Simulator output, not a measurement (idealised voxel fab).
Module name: voxel ribs on slabs (process module)
The figure presents cross-section cut, which has a width of 290 nm and is divided into square cells with an edge length of 5 nm.
In what follows, cross-sections appear as grids of square cells, described through bands that run from the top down, where every band is one or more rows of cells.
Heads up on the band format: heights come first, top then bottom, in nm. After that it's the materials left to right, each with its width in nm. A single material flagged "edge to edge" fills the whole band edge to edge, and "air" means there's empty space there.
Beneath 0, the wafer as received is one material, and that level is where height counting begins. The lowest band goes on downward without a bottom; it is written like "0 nm and below".
Per-row width for "30 to 40": begins at first number (top row of band), ends at second number (bottom row), increment between rows held constant.
You'll sometimes find "remained the same" written for a step, and that's the way of saying that nowhere in the cross-section did a cell change during that step.
Reported under the label "Enclosed cavities" are the empty spaces having no open way to the top and comprising 8 cells or more; the notation for each is width x height at distance, in which the distance is measured from the left edge and all three values are in nm.
Post-settings text on a step line: simulator's own remark regarding the step.
A step's line can hold "overlay nm"; with a mask on that step, the setting says how far right of the planned place the mask lay, while a negative setting says it lay to the left.
Planned step list for the process
1. RECEIVE [material Si]
2. DIRECTIONAL_DEP [material SiO2] [thk nm 25]
3. DIRECTIONAL_DEP [material SiN] [thk nm 15]
4. DIRECTIONAL_DEP [material aC] [thk nm 15]
5. PATTERN [tone cover] [mask id RIB] [material resist] [width nm 25] [thk nm 30] [overlay nm 0]
6. DIRECTIONAL_ETCH [etch materials aC] [depth nm 15]
7. STRIP [etch materials resist]
8. DIRECTIONAL_ETCH [etch materials SiN] [depth nm 10]
9. STRIP [etch materials aC]
10. DIRECTIONAL_DEP [material aC] [thk nm 10]
11. PATTERN [tone cover] [mask id SLAB] [material resist] [width nm 85] [thk nm 25] [overlay nm 0]
12. DIRECTIONAL_ETCH [etch materials aC] [depth nm 10]
13. STRIP [etch materials resist]
14. DIRECTIONAL_ETCH [etch materials SiN] [depth nm 5]
15. STRIP [etch materials aC]
16. FILL_DEP [material SiO2] [thk nm 15]
17. CMP [height nm 50]
18. DIRECTIONAL_DEP [material TiN] [thk nm 10]
19. DIRECTIONAL_DEP [material aC] [thk nm 15]
20. PATTERN [tone cover] [mask id HEATER] [material resist] [width nm 35] [thk nm 30] [overlay nm 0]
21. DIRECTIONAL_ETCH [etch materials aC] [depth nm 15]
22. STRIP [etch materials resist]
23. DIRECTIONAL_ETCH [etch materials TiN] [depth nm 10]
24. STRIP [etch materials aC]
25. CONFORMAL_DEP [material SiN] [thk nm 10]
The cross-section here shows the wafer as received, i.e. in its state after step 1
0 nm and below: Si edge to edge
Enclosed cavities: none
The cross-section shown corresponds to the wafer at the conclusion of the module. The initial structure and the process plan are those presented above; however, one mistake occurred in executing the plan
70 nm to 60 nm: air (115); SiN (55); air (120)
60 nm to 50 nm: SiN (125); TiN (35); SiN (130)
50 nm to 15 nm: SiO2 edge to edge
15 nm to 0 nm: SiN edge to edge
0 nm and below: Si edge to edge
Enclosed cavities: none
Diagnosis: steps 2 and 3 of the plan were run in the wrong order, each in the other's place
